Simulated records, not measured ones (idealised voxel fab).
process module | voxel self aligned contacts
cross-section cut | 225 nm wide | cells 5 nm
A cross-section is a grid of square cells, given in bands from the top down. A band is one or more rows of cells.
Each band's line starts with the height of the band's top and of its bottom, in nm. Then come its materials from left to right, each with its width in nm. One material with "throughout" fills the band from edge to edge. "air" is empty space.
Height 0 is the level under which the wafer as received is all one material. The lowest band goes on downwards, as in "0 down".
A width such as "30 to 40" changes by the same amount from each row of cells to the next, from the band's top row to its bottom row.
"no change" after a step means that no cell of the cross-section changed.
closed voids: empty space of 8 cells or more with no open way to the top, each as width x height at its distance from the left edge, in nm
after a step's settings: what the simulator itself notes on the step
overlay nm, on a step with a mask: how far to the right of its planned place the mask lay; to the left if negative
plan
1 op RECEIVE | material Si
2 op CONFORMAL_DEP | material SiO2 | thk nm 5
3 op DIRECTIONAL_DEP | material polySi | thk nm 20
4 op DIRECTIONAL_DEP | material SiN | thk nm 20
5 op DIRECTIONAL_DEP | material aC | thk nm 15
6 op PATTERN | tone cover | mask id GATE | material resist | width nm 35 | pitch nm 75 | thk nm 35 | overlay nm 0
7 op DIRECTIONAL_ETCH | etch materials aC | depth nm 15
8 op STRIP | etch materials resist
9 op DIRECTIONAL_ETCH | etch materials SiN | depth nm 20
10 op DIRECTIONAL_ETCH | etch materials polySi | depth nm 20
11 op STRIP | etch materials aC
12 op CONFORMAL_DEP | material SiN | thk nm 10
13 op DIRECTIONAL_ETCH | etch materials SiN | depth nm 10
14 op FILL_DEP | material SiO2 | thk nm 15
15 op CMP | height nm 55
16 op PATTERN | tone open | mask id CONTACT | material resist | width nm 50 | thk nm 20 | overlay nm 0
17 op DIRECTIONAL_ETCH | etch materials SiO2 | depth nm 55
18 op STRIP | etch materials resist
19 op CONFORMAL_DEP | material TiN | thk nm 5
20 op FILL_DEP | material W | thk nm 10
21 op CMP | height nm 55
22 op CONFORMAL_DEP | material SiCN | thk nm 5
as received, after step 1
  0 down: Si throughout
  closed voids: none
a wafer at the end: this start, this plan, one mistake
  60 to 55: SiCN throughout
  55 to 45: SiO2 85 | TiN 5 to 10 | W 40 to 10 | TiN 5 to 30 | SiO2 90
  45 to 25: SiO2 35 | SiN 55 | TiN 5 | W 10 | TiN 5 | SiN 55 | SiO2 60
  25 to 5: SiO2 35 | SiN 10 | polySi 35 | SiN 10 | TiN 5 | W 10 | TiN 5 | SiN 10 | polySi 35 | SiN 10 | SiO2 60
  5 to 0: SiO2 90 | TiN 20 | SiO2 115
  0 down: Si throughout
  closed voids: none
what went wrong: step 6 ran as: op PATTERN | tone cover | mask id GATE | material resist | width nm 35 | pitch nm 75 | thk nm 35 | overlay nm -10
